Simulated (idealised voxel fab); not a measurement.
process module | voxel self aligned vias
cross-section cut | 230 nm wide | cells 5 nm
A cross-section is a grid of square cells, given in bands from the top down. A band is one or more rows of cells.
Each band's line starts with the height of the band's top and of its bottom, in nm. Then come its materials from left to right, each with its width in nm. One material with "throughout" fills the band from edge to edge. "air" is empty space.
Height 0 is the level under which the wafer as received is all one material. The lowest band goes on downwards, as in "0 down".
A width such as "30 to 40" changes by the same amount from each row of cells to the next, from the band's top row to its bottom row.
"no change" after a step means that no cell of the cross-section changed.
closed voids: empty space of 8 cells or more with no open way to the top, each as width x height at its distance from the left edge, in nm
after a step's settings: what the simulator itself notes on the step
overlay nm, on a step with a mask: how far to the right of its planned place the mask lay; to the left if negative
plan
1 op RECEIVE | material Si
2 op CONFORMAL_DEP | material SiO2 | thk nm 10
3 op CONFORMAL_DEP | material SiCN | thk nm 5
4 op DIRECTIONAL_DEP | material SiO2 | thk nm 30
5 op DIRECTIONAL_DEP | material aC | thk nm 10
6 op PATTERN | tone open | mask id LINES | material resist | width nm 20 | pitch nm 55 | thk nm 30 | overlay nm 0
7 op DIRECTIONAL_ETCH | etch materials aC | depth nm 10
8 op STRIP | etch materials resist
9 op DIRECTIONAL_ETCH | etch materials SiO2 | depth nm 30
10 op STRIP | etch materials aC
11 op CONFORMAL_DEP | material TiN | thk nm 5
12 op FILL_DEP | material Ru | thk nm 5
13 op CMP | height nm 45
14 op SELECTIVE_ETCH | etch materials W Ru TiN | depth nm 10
15 op FILL_DEP | material SiN | thk nm 10
16 op CMP | height nm 45
17 op DIRECTIONAL_DEP | material SiO2 | thk nm 20
18 op PATTERN | tone open | mask id VIAS | material resist | width nm 40 | pitch nm 110 | thk nm 20 | overlay nm 0
19 op DIRECTIONAL_ETCH | etch materials SiO2 | depth nm 20
20 op DIRECTIONAL_ETCH | etch materials SiN | depth nm 10
21 op STRIP | etch materials resist
22 op CONFORMAL_DEP | material TiN | thk nm 5
23 op FILL_DEP | material Cu | thk nm 10
24 op CMP | height nm 65
25 op CONFORMAL_DEP | material SiN | thk nm 5
first wafer, as planned
as received, after step 1
  0 down: Si throughout
  closed voids: none
after step 2
  10 to 0: SiO2 throughout
  below 0: unchanged
after step 3
  15 to 10: SiCN throughout
  below 10: unchanged
after step 4
  45 to 15: SiO2 throughout
  below 15: unchanged
after step 5
  55 to 45: aC throughout
  below 45: unchanged
after step 6
  85 to 55: resist 50 | air 20 | resist 35 | air 20 | resist 35 | air 20 | resist 50
  below 55: unchanged
after step 7
  75 to 55: resist 50 | air 20 | resist 35 | air 20 | resist 35 | air 20 | resist 50
  55 to 45: aC 50 | air 20 | aC 35 | air 20 | aC 35 | air 20 | aC 50
  below 45: unchanged
after step 8
  55 to 45: aC 50 | air 20 | aC 35 | air 20 | aC 35 | air 20 | aC 50
  below 45: unchanged
after step 9
  55 to 45: aC 50 | air 20 | aC 35 | air 20 | aC 35 | air 20 | aC 50
  45 to 15: SiO2 50 | air 20 | SiO2 35 | air 20 | SiO2 35 | air 20 | SiO2 50
  below 15: unchanged
after step 10
  45 to 15: SiO2 50 | air 20 | SiO2 35 | air 20 | SiO2 35 | air 20 | SiO2 50
  below 15: unchanged
after step 11
  50 to 45: TiN 55 | air 10 | TiN 45 | air 10 | TiN 45 | air 10 | TiN 55
  45 to 20: SiO2 50 | TiN 5 | air 10 | TiN 5 | SiO2 35 | TiN 5 | air 10 | TiN 5 | SiO2 35 | TiN 5 | air 10 | TiN 5 | SiO2 50
  20 to 15: SiO2 50 | TiN 20 | SiO2 35 | TiN 20 | SiO2 35 | TiN 20 | SiO2 50
  below 15: unchanged
after step 12
  55 to 50: Ru throughout
  50 to 45: TiN 55 | Ru 10 | TiN 45 | Ru 10 | TiN 45 | Ru 10 | TiN 55
  45 to 20: SiO2 50 | TiN 5 | Ru 10 | TiN 5 | SiO2 35 | TiN 5 | Ru 10 | TiN 5 | SiO2 35 | TiN 5 | Ru 10 | TiN 5 | SiO2 50
  below 20: unchanged
after step 13
  45 to 20: SiO2 50 | TiN 5 | Ru 10 | TiN 5 | SiO2 35 | TiN 5 | Ru 10 | TiN 5 | SiO2 35 | TiN 5 | Ru 10 | TiN 5 | SiO2 50
  below 20: unchanged
after step 14
  45 to 35: SiO2 50 | air 20 | SiO2 35 | air 20 | SiO2 35 | air 20 | SiO2 50
  below 35: unchanged
after step 15
  55 to 45: SiN throughout
  45 to 35: SiO2 50 | SiN 20 | SiO2 35 | SiN 20 | SiO2 35 | SiN 20 | SiO2 50
  below 35: unchanged
after step 16
  45 to 35: SiO2 50 | SiN 20 | SiO2 35 | SiN 20 | SiO2 35 | SiN 20 | SiO2 50
  below 35: unchanged
after step 17
  65 to 45: SiO2 throughout
  below 45: unchanged
after step 18
  85 to 65: resist 40 | air 40 | resist 70 | air 40 | resist 40
  below 65: unchanged
after step 19
  85 to 65: resist 40 | air 40 | resist 70 | air 40 | resist 40
  65 to 45: SiO2 40 | air 40 | SiO2 70 | air 40 | SiO2 40
  below 45: unchanged
after step 20
  85 to 65: resist 40 | air 40 | resist 70 | air 40 | resist 40
  65 to 45: SiO2 40 | air 40 | SiO2 70 | air 40 | SiO2 40
  45 to 35: SiO2 50 | air 20 | SiO2 35 | SiN 20 | SiO2 35 | air 20 | SiO2 50
  below 35: unchanged
after step 21
  65 to 45: SiO2 40 | air 40 | SiO2 70 | air 40 | SiO2 40
  below 45: unchanged
after step 22
  70 to 65: TiN 45 | air 30 | TiN 80 | air 30 | TiN 45
  65 to 50: SiO2 40 | TiN 5 | air 30 | TiN 5 | SiO2 70 | TiN 5 | air 30 | TiN 5 | SiO2 40
  50 to 45: SiO2 40 | TiN 15 | air 10 | TiN 15 | SiO2 70 | TiN 15 | air 10 | TiN 15 | SiO2 40
  45 to 40: SiO2 50 | TiN 5 | air 10 | TiN 5 | SiO2 35 | SiN 20 | SiO2 35 | TiN 5 | air 10 | TiN 5 | SiO2 50
  40 to 35: SiO2 50 | TiN 20 | SiO2 35 | SiN 20 | SiO2 35 | TiN 20 | SiO2 50
  below 35: unchanged
after step 23
  80 to 70: Cu throughout
  70 to 65: TiN 45 | Cu 30 | TiN 80 | Cu 30 | TiN 45
  65 to 50: SiO2 40 | TiN 5 | Cu 30 | TiN 5 | SiO2 70 | TiN 5 | Cu 30 | TiN 5 | SiO2 40
  50 to 45: SiO2 40 | TiN 15 | Cu 10 | TiN 15 | SiO2 70 | TiN 15 | Cu 10 | TiN 15 | SiO2 40
  45 to 40: SiO2 50 | TiN 5 | Cu 10 | TiN 5 | SiO2 35 | SiN 20 | SiO2 35 | TiN 5 | Cu 10 | TiN 5 | SiO2 50
  below 40: unchanged
after step 24
  65 to 50: SiO2 40 | TiN 5 | Cu 30 | TiN 5 | SiO2 70 | TiN 5 | Cu 30 | TiN 5 | SiO2 40
  below 50: unchanged
after step 25
  70 to 65: SiN throughout
  below 65: unchanged
second wafer: like start, like plan, one mistake. Through step 18 it matches the first wafer
when step 19 should have ended
  85 to 65: resist 40 | air 40 | resist 70 | air 40 | resist 40
  65 to 45: SiO2 40 | air 40 | SiO2 70 | air 40 | SiO2 40
  45 to 35: SiO2 40 | air 10 | SiN 20 | air 10 | SiO2 25 | SiN 20 | SiO2 25 | air 10 | SiN 20 | air 10 | SiO2 40
  35 to 25: SiO2 40 | air 10 | TiN 5 | Ru 10 | TiN 5 | air 10 | SiO2 25 | TiN 5 | Ru 10 | TiN 5 | SiO2 25 | air 10 | TiN 5 | Ru 10 | TiN 5 | air 10 | SiO2 40
  below 25: unchanged
when step 20 should have ended
  85 to 65: resist 40 | air 40 | resist 70 | air 40 | resist 40
  65 to 45: SiO2 40 | air 40 | SiO2 70 | air 40 | SiO2 40
  45 to 35: SiO2 40 | air 40 | SiO2 25 | SiN 20 | SiO2 25 | air 40 | SiO2 40
  below 35: unchanged
when step 21 should have ended
  65 to 45: SiO2 40 | air 40 | SiO2 70 | air 40 | SiO2 40
  below 45: unchanged
when step 22 should have ended
  70 to 65: TiN 45 | air 30 | TiN 80 | air 30 | TiN 45
  65 to 45: SiO2 40 | TiN 5 | air 30 | TiN 5 | SiO2 70 | TiN 5 | air 30 | TiN 5 | SiO2 40
  45 to 40: SiO2 40 | TiN 5 | air 30 | TiN 5 | SiO2 25 | SiN 20 | SiO2 25 | TiN 5 | air 30 | TiN 5 | SiO2 40
  40 to 35: SiO2 40 | TiN 40 | SiO2 25 | SiN 20 | SiO2 25 | TiN 40 | SiO2 40
  35 to 25: SiO2 40 | TiN 15 | Ru 10 | TiN 15 | SiO2 25 | TiN 5 | Ru 10 | TiN 5 | SiO2 25 | TiN 15 | Ru 10 | TiN 15 | SiO2 40
  below 25: unchanged
when step 23 should have ended
  80 to 70: Cu throughout
  70 to 65: TiN 45 | Cu 30 | TiN 80 | Cu 30 | TiN 45
  65 to 45: SiO2 40 | TiN 5 | Cu 30 | TiN 5 | SiO2 70 | TiN 5 | Cu 30 | TiN 5 | SiO2 40
  45 to 40: SiO2 40 | TiN 5 | Cu 30 | TiN 5 | SiO2 25 | SiN 20 | SiO2 25 | TiN 5 | Cu 30 | TiN 5 | SiO2 40
  below 40: unchanged
when step 24 should have ended
  65 to 45: SiO2 40 | TiN 5 | Cu 30 | TiN 5 | SiO2 70 | TiN 5 | Cu 30 | TiN 5 | SiO2 40
  below 45: unchanged
when step 25 should have ended
  70 to 65: SiN throughout
  below 65: unchanged
what went wrong: step 19 was run twice
at the end the second wafer has, in cells: 16 more of Cu | 32 fewer of SiO2 | 16 more of TiN
